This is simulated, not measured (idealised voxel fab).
process module | voxel air gaps
cross-section cut | 210 nm wide | cells 5 nm
A cross-section is a grid of square cells, given in bands from the top down. A band is one or more rows of cells.
Each band's line starts with the height of the band's top and of its bottom, in nm. Then come its materials from left to right, each with its width in nm. One material with "throughout" fills the band from edge to edge. "air" is empty space.
Height 0 is the level under which the wafer as received is all one material. The lowest band goes on downwards, as in "0 down".
A width such as "30 to 40" changes by the same amount from each row of cells to the next, from the band's top row to its bottom row.
"no change" after a step means that no cell of the cross-section changed.
closed voids: empty space of 8 cells or more with no open way to the top, each as width x height at its distance from the left edge, in nm
after a step's settings: what the simulator itself notes on the step
overlay nm, on a step with a mask: how far to the right of its planned place the mask lay; to the left if negative
plan
1 op RECEIVE | material Si
2 op CONFORMAL_DEP | material SiO2 | thk nm 15
3 op CONFORMAL_DEP | material SiCN | thk nm 5
4 op DIRECTIONAL_DEP | material SiO2 | thk nm 40
5 op DIRECTIONAL_DEP | material aC | thk nm 15
6 op PATTERN | tone open | mask id LINES | material resist | width nm 20 | pitch nm 50 | thk nm 35 | overlay nm -5
7 op DIRECTIONAL_ETCH | etch materials aC | depth nm 15
8 op STRIP | etch materials resist
9 op DIRECTIONAL_ETCH | etch materials SiO2 | depth nm 40
10 op STRIP | etch materials aC
11 op CONFORMAL_DEP | material TiN | thk nm 5
12 op FILL_DEP | material Ru | thk nm 10
13 op CMP | height nm 60
14 op EPI | material Ru | thk nm 10
15 op SELECTIVE_ETCH | etch materials SiO2 | depth nm 50
16 op CONFORMAL_DEP | material SiCN | thk nm 5
varied across the wafers: overlay nm of step 6. The plan shows the first wafer's value. All wafers start alike
first wafer as received, after step 1
  0 down: Si throughout
  closed voids: none
each wafer at the end: cells of each material gained (+) or lost (-) since it was received, then its closed voids
overlay nm -5 | +120 Ru | +196 SiCN | +126 SiO2 | +72 TiN | closed voids: 10 x 30 at 0; 20 x 30 at 40; 20 x 30 at 90; 20 x 30 at 140
overlay nm 0 | +120 Ru | +196 SiCN | +126 SiO2 | +72 TiN | closed voids: 20 x 30 at 45; 20 x 30 at 95; 20 x 30 at 145
overlay nm 5 | +120 Ru | +196 SiCN | +126 SiO2 | +72 TiN | closed voids: 20 x 30 at 50; 20 x 30 at 100; 20 x 30 at 150; 10 x 30 at 200
